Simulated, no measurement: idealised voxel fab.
process module | voxel gate over fins
cross-section cut | 195 nm wide | cells 5 nm
A cross-section is a grid of square cells, given in bands from the top down. A band is one or more rows of cells.
Each band's line starts with the height of the band's top and of its bottom, in nm. Then come its materials from left to right, each with its width in nm. One material with "throughout" fills the band from edge to edge. "air" is empty space.
Height 0 is the level under which the wafer as received is all one material. The lowest band goes on downwards, as in "0 down".
A width such as "30 to 40" changes by the same amount from each row of cells to the next, from the band's top row to its bottom row.
"no change" after a step means that no cell of the cross-section changed.
closed voids: empty space of 8 cells or more with no open way to the top, each as width x height at its distance from the left edge, in nm
after a step's settings: what the simulator itself notes on the step
overlay nm, on a step with a mask: how far to the right of its planned place the mask lay; to the left if negative
plan
1 op RECEIVE | material Si
2 op CONFORMAL_DEP | material SiN | thk nm 5
3 op PATTERN | tone cover | mask id FINS | material resist | width nm 15 | pitch nm 45 | thk nm 20 | overlay nm 0
4 op DIRECTIONAL_ETCH | etch materials SiN | depth nm 5
5 op DIRECTIONAL_ETCH | etch materials Si | depth nm 30
6 op STRIP | etch materials resist
7 op OXIDIZE | depth nm 5
8 op FILL_DEP | material SiO2 | thk nm 5
9 op CMP | height nm 5
10 op SELECTIVE_ETCH | etch materials SiO2 | depth nm 20
11 op STRIP | etch materials SiN
12 op CONFORMAL_DEP | material HfO2 | thk nm 5
13 op CONFORMAL_DEP | material TiN | thk nm 5
14 op FILL_DEP | material W | thk nm 10
15 op CMP | height nm 15
16 op CONFORMAL_DEP | material SiN | thk nm 10
as received, after step 1
  0 down: Si throughout
  closed voids: none
a wafer at the end: this start, this plan, one mistake
  25 to 15: SiN throughout
  15 to 5: W throughout
  5 to 0: W 20 | TiN 15 | W 30 | TiN 15 | W 30 | TiN 15 | W 30 | TiN 15 | W 25
  0 to -10: W 20 | TiN 5 | Si 5 | TiN 5 | W 30 | TiN 5 | Si 5 | TiN 5 | W 30 | TiN 5 | Si 5 | TiN 5 | W 30 | TiN 5 | Si 5 | TiN 5 | W 25
  -10 to -15: TiN 25 | Si 5 | TiN 40 | Si 5 | TiN 40 | Si 5 | TiN 40 | Si 5 | TiN 30
  -15 to -35: SiO2 25 | Si 5 | SiO2 40 | Si 5 | SiO2 40 | Si 5 | SiO2 40 | Si 5 | SiO2 30
  -35 down: Si throughout
  closed voids: none
what went wrong: step 12 was left out
